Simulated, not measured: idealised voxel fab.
process module | voxel released beams
cross-section cut | 185 nm wide | cells 5 nm
A cross-section is a grid of square cells, given in bands from the top down. A band is one or more rows of cells.
Each band's line starts with the height of the band's top and of its bottom, in nm. Then come its materials from left to right, each with its width in nm. One material with "throughout" fills the band from edge to edge. "air" is empty space.
Height 0 is the level under which the wafer as received is all one material. The lowest band goes on downwards, as in "0 down".
A width such as "30 to 40" changes by the same amount from each row of cells to the next, from the band's top row to its bottom row.
"no change" after a step means that no cell of the cross-section changed.
closed voids: empty space of 8 cells or more with no open way to the top, each as width x height at its distance from the left edge, in nm
after a step's settings: what the simulator itself notes on the step
overlay nm, on a step with a mask: how far to the right of its planned place the mask lay; to the left if negative
plan
1 op RECEIVE | material Si
2 op CONFORMAL_DEP | material Al2O3 | thk nm 10
3 op DIRECTIONAL_DEP | material SiO2 | thk nm 15
4 op DIRECTIONAL_DEP | material aC | thk nm 15
5 op PATTERN | tone open | mask id ANCHOR | material resist | width nm 40 | thk nm 35 | overlay nm 0
6 op DIRECTIONAL_ETCH | etch materials aC | depth nm 15
7 op STRIP | etch materials resist
8 op DIRECTIONAL_ETCH | etch materials SiO2 | depth nm 15
9 op STRIP | etch materials aC
10 op CONFORMAL_DEP | material W | thk nm 15
11 op MASKED_ETCH | tone cover | mask id BEAM | width nm 105 | etch materials W | depth nm 15 | overlay nm 0
12 op STRIP | etch materials SiO2
as received, after step 1
  0 down: Si throughout
  closed voids: none
first wafer at the end, as planned
  40 to 25: air 35 | W 20 | air 10 | W 75 | air 45
  25 to 10: air 40 | W 40 | air 105
  10 to 0: Al2O3 throughout
  0 down: Si throughout
  closed voids: none
second wafer at the end: like start, like plan, one mistake
  40 to 25: air 35 | W 105 | air 45
  25 to 10: air 45 | W 30 | air 110
  10 to 0: Al2O3 throughout
  0 down: Si throughout
  closed voids: none
what went wrong: step 5 ran as: op PATTERN | tone open | mask id ANCHOR | material resist | width nm 30 | thk nm 35 | overlay nm 0
at the end the second wafer has, in cells: as many of each material as the first, in other places
